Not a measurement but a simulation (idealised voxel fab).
Process module name: voxel gate over fins
225 nm wide, 5 nm square cells: that's cross-section cut.
Cross-section spec: square-cell grid; bands listed top down; each band is one or more rows. Quick guide to a band line: top height, bottom height (nm) up front; then every material left to right with its width in nm. Only one material and it's marked "all across"? Then it fills the band edge to edge. And "empty" just means empty space. Below 0: as-received wafer, all one material; heights counted from there. Lowest band: no bottom, goes on down, written "0 -> down". You'd read "30..40" like this: the band's top row of cells is as wide as the first number, its bottom row is as wide as the second, and going down, every row changes width by the same amount as the row before did. It should be understood that the words "nothing changed", when stated for a given step, signify that the cross-section underwent no change in any of its cells during that step. Heads up: "Catalogued sealed voids" only lists the empty pockets with no open path to the top that are 8 cells or more, and it writes them as width x height at distance, distance from the left edge, in nm. Whatever follows a step's settings on its line is a remark the simulator itself makes about that step. "overlay nm" denotes, for a step that has a mask, the displacement of the mask to the right of its planned place, with negative values corresponding to the left.
### Below is the list of planned process steps
1) RECEIVE | material Si
2) CONFORMAL_DEP | material SiN | thk nm 10
3) PATTERN | tone cover | mask id FINS | material resist | width nm 15 | pitch nm 35 | thk nm 20 | overlay nm 0
4) DIRECTIONAL_ETCH | etch materials SiN | depth nm 10
5) DIRECTIONAL_ETCH | etch materials Si | depth nm 30
6) STRIP | etch materials resist
7) OXIDIZE | depth nm 5
8) FILL_DEP | material SiO2 | thk nm 10
9) CMP | height nm 10
10) SELECTIVE_ETCH | etch materials SiO2 | depth nm 25
11) STRIP | etch materials SiN
12) CONFORMAL_DEP | material HfO2 | thk nm 5
13) CONFORMAL_DEP | material TiN | thk nm 5
14) CONFORMAL_DEP | material TiAl | thk nm 5
15) CONFORMAL_DEP | material TiN | thk nm 5
16) FILL_DEP | material W | thk nm 15
17) CMP | height nm 30
18) CONFORMAL_DEP | material SiN | thk nm 10
### Cross-section: wafer on arrival = after step 1
    0 -> down  Si all across
    Catalogued sealed voids: none
### End state of the module in cross-section, given the above starting point and plan and one mistake in execution
    40 -> 30  SiN all across
    30 -> 25  W: 45, TiN: 135, W: 45
    25 -> 15  W: 45, TiN: 5, TiAl: 125, TiN: 5, W: 45
    15 -> 10  TiN: 50, TiAl: 125, TiN: 50
    10 -> 5  TiAl: 65, TiN: 25, TiAl: 10, TiN: 25, TiAl: 10, TiN: 25, TiAl: 65
    5 -> 0  TiAl: 65, TiN: 5, HfO2: 15, TiN: 5, TiAl: 10, TiN: 5, HfO2: 15, TiN: 5, TiAl: 10, TiN: 5, HfO2: 15, TiN: 5, TiAl: 65
    0 -> -5  TiAl: 65, TiN: 5, HfO2: 5, Si: 5, HfO2: 5, TiN: 5, TiAl: 10, TiN: 5, HfO2: 5, Si: 5, HfO2: 5, TiN: 5, TiAl: 10, TiN: 5, HfO2: 5, Si: 5, HfO2: 5, TiN: 5, TiAl: 65
    -5 -> -10  TiN: 70, HfO2: 5, Si: 5, HfO2: 5, TiN: 20, HfO2: 5, Si: 5, HfO2: 5, TiN: 20, HfO2: 5, Si: 5, HfO2: 5, TiN: 70
    -10 -> -15  HfO2: 75, Si: 5, HfO2: 30, Si: 5, HfO2: 30, Si: 5, HfO2: 75
    -15 -> -35  SiO2: 75, Si: 5, SiO2: 30, Si: 5, SiO2: 30, Si: 5, SiO2: 75
    -35 -> down  Si all across
    Catalogued sealed voids: none
Deviation noted in wafer processing: off-plan run, step 14, actual operation and settings CONFORMAL_DEP | material TiAl | thk nm 15
